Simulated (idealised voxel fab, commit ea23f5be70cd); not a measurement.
Process module, titled voxel transistor to metal
Pictured: cross-section cut, 185 nm wide, on a grid of 5 nm square cells.
Cross-section layout: square cells on a grid; listed as bands, top to bottom; a band spans one or more cell rows. For a band, the entry starts with two heights in nm, that of the top and then that of the bottom, and carries on with the band's materials in order from left to right, each alongside its width in nm; the word "full width" beside a single material means it fills the band edge to edge, and "blank" means empty space. Heights are reckoned from 0. Under this level, the received wafer is all of one material. The bottommost band is open-ended downward, for example "0 nm and below". The notation "30..40" denotes a width that varies across the rows of cells in the band, beginning at the first number in the top row, finishing at the second number in the bottom row, and changing by an identical amount from each row to the next. Where a step carries "no alterations made", the cross-section came out of it unchanged, cell for cell. The entry "Internal closed voids" lists the empty spaces that cover at least 8 cells and have no open path to the top. Each is written as width x height at distance, where the distance is measured from the left edge and all three values are in nm. The remark found on a step's line after its settings is issued by the simulator itself and pertains to that step. The line of a step may include "overlay nm". On a step with a mask, this value is how far to the right of its planned place the mask lay. A negative value means the mask lay to the left.

**Here's what the planned process steps look like**
1) RECEIVE, material Si
2) CONFORMAL_DEP, material SiO2, thk nm 5
3) CONFORMAL_DEP, material SiN, thk nm 10
4) PATTERN, tone cover, mask id ACTIVE, material resist, width nm 115, thk nm 20, overlay nm 0
5) DIRECTIONAL_ETCH, etch materials SiN, depth nm 10
6) DIRECTIONAL_ETCH, etch materials SiO2, depth nm 5
7) DIRECTIONAL_ETCH, etch materials Si, depth nm 35
8) STRIP, etch materials resist
9) OXIDIZE, depth nm 5
10) FILL_DEP, material SiO2, thk nm 5
11) CMP, height nm 15
12) SELECTIVE_ETCH, etch materials SiO2, depth nm 10
13) STRIP, etch materials SiN
14) SELECTIVE_ETCH, etch materials SiO2, depth nm 5
15) OXIDIZE, depth nm 5
16) DIRECTIONAL_DEP, material polySi, thk nm 25
17) DIRECTIONAL_DEP, material SiCN, thk nm 15
18) MASKED_ETCH, tone cover, mask id GATE, width nm 25, etch materials SiCN, depth nm 25, overlay nm 0
19) MASKED_ETCH, tone cover, mask id GATE, width nm 25, etch materials polySi, depth nm 35, overlay nm 0
20) CONFORMAL_DEP, material SiO2, thk nm 5
21) DIRECTIONAL_ETCH, etch materials SiO2, depth nm 5
22) CONFORMAL_DEP, material SiN, thk nm 10
23) DIRECTIONAL_ETCH, etch materials SiN, depth nm 10
24) DIRECTIONAL_ETCH, etch materials SiO2, depth nm 5
25) EPI, material pSi, thk nm 5
26) FILL_DEP, material SiO2, thk nm 10
27) CMP, height nm 25
28) STRIP, etch materials polySi
29) SELECTIVE_ETCH, etch materials SiO2, depth nm 5
30) CONFORMAL_DEP, material HfO2, thk nm 5
31) CONFORMAL_DEP, material TiN, thk nm 5
32) FILL_DEP, material W, thk nm 10
33) CMP, height nm 20
34) DIRECTIONAL_DEP, material SiO2, thk nm 15
35) PATTERN, tone open, mask id CONTACT, material resist, width nm 15, pitch nm 80, thk nm 20, overlay nm 0
36) DIRECTIONAL_ETCH, etch materials SiO2, depth nm 35
37) STRIP, etch materials resist
38) CONFORMAL_DEP, material TiN, thk nm 5
39) FILL_DEP, material Ru, thk nm 5
40) CMP, height nm 35
41) CONFORMAL_DEP, material SiN, thk nm 5
42) DIRECTIONAL_DEP, material lowk, thk nm 20
43) MASKED_ETCH, tone open, mask id METAL_1, width nm 15, pitch nm 80, etch materials lowk, depth nm 20, overlay nm 0
44) MASKED_ETCH, tone open, mask id METAL_1, width nm 15, pitch nm 80, etch materials SiN, depth nm 5, overlay nm 0
45) CONFORMAL_DEP, material TiN, thk nm 5
46) FILL_DEP, material Cu, thk nm 10
47) CMP, height nm 60
48) CONFORMAL_DEP, material SiN, thk nm 5

**The cross-section here shows the wafer as received, i.e. in its state after step 1**
	0 nm and below | Si full width
	Internal closed voids: none

**Post-module cross-section of the first of two wafers (run per plan)**
	65 nm to 60 nm | SiN full width
	60 nm to 40 nm | 45 nm lowk, 5 nm TiN, 5 nm Cu, 5 nm TiN, 65 nm lowk, 5 nm TiN, 5 nm Cu, 5 nm TiN, 45 nm lowk
	40 nm to 35 nm | 45 nm SiN, 15 nm TiN, 65 nm SiN, 15 nm TiN, 45 nm SiN
	35 nm to 20 nm | 45 nm SiO2, 5 nm TiN, 5 nm Ru, 5 nm TiN, 65 nm SiO2, 5 nm TiN, 5 nm Ru, 5 nm TiN, 45 nm SiO2
	20 nm to 5 nm | 45 nm SiO2, 5 nm TiN, 5 nm Ru, 5 nm TiN, 5 nm SiO2, 10 nm SiN, 5 nm HfO2, 5 nm TiN, 15 nm W, 5 nm TiN, 5 nm HfO2, 10 nm SiN, 5 nm SiO2, 5 nm TiN, 5 nm Ru, 5 nm TiN, 45 nm SiO2
	5 nm to 0 nm | 45 nm SiO2, 15 nm TiN, 5 nm SiO2, 10 nm SiN, 5 nm HfO2, 25 nm TiN, 5 nm HfO2, 10 nm SiN, 5 nm SiO2, 15 nm TiN, 45 nm SiO2
	0 nm to -5 nm | 35 nm SiO2, 30 nm pSi, 10 nm SiO2, 35 nm HfO2, 10 nm SiO2, 30 nm pSi, 35 nm SiO2
	-5 nm to -40 nm | 40 nm SiO2, 105 nm Si, 40 nm SiO2
	-40 nm and below | Si full width
	Internal closed voids: none

**The second wafer, shown in cross-section after the module: started the same way as the first and given the same plan, yet one mistake crept into how it was run**
	80 nm to 75 nm | SiN full width
	75 nm to 65 nm | Cu full width
	65 nm to 60 nm | 50 nm TiN, 5 nm Cu, 75 nm TiN, 5 nm Cu, 50 nm TiN
	60 nm to 40 nm | 45 nm lowk, 5 nm TiN, 5 nm Cu, 5 nm TiN, 65 nm lowk, 5 nm TiN, 5 nm Cu, 5 nm TiN, 45 nm lowk
	40 nm to 35 nm | 45 nm SiN, 15 nm TiN, 65 nm SiN, 15 nm TiN, 45 nm SiN
	35 nm to 20 nm | 45 nm SiO2, 5 nm TiN, 5 nm Ru, 5 nm TiN, 65 nm SiO2, 5 nm TiN, 5 nm Ru, 5 nm TiN, 45 nm SiO2
	20 nm to 5 nm | 45 nm SiO2, 5 nm TiN, 5 nm Ru, 5 nm TiN, 5 nm SiO2, 10 nm SiN, 5 nm HfO2, 5 nm TiN, 15 nm W, 5 nm TiN, 5 nm HfO2, 10 nm SiN, 5 nm SiO2, 5 nm TiN, 5 nm Ru, 5 nm TiN, 45 nm SiO2
	5 nm to 0 nm | 45 nm SiO2, 15 nm TiN, 5 nm SiO2, 10 nm SiN, 5 nm HfO2, 25 nm TiN, 5 nm HfO2, 10 nm SiN, 5 nm SiO2, 15 nm TiN, 45 nm SiO2
	0 nm to -5 nm | 35 nm SiO2, 30 nm pSi, 10 nm SiO2, 35 nm HfO2, 10 nm SiO2, 30 nm pSi, 35 nm SiO2
	-5 nm to -40 nm | 40 nm SiO2, 105 nm Si, 40 nm SiO2
	-40 nm and below | Si full width
	Internal closed voids: none
Deviation noted in wafer processing: plan step 47 skipped
End check, counted in cells, second wafer has more or fewer of these materials than the first: +76 Cu | +35 TiN
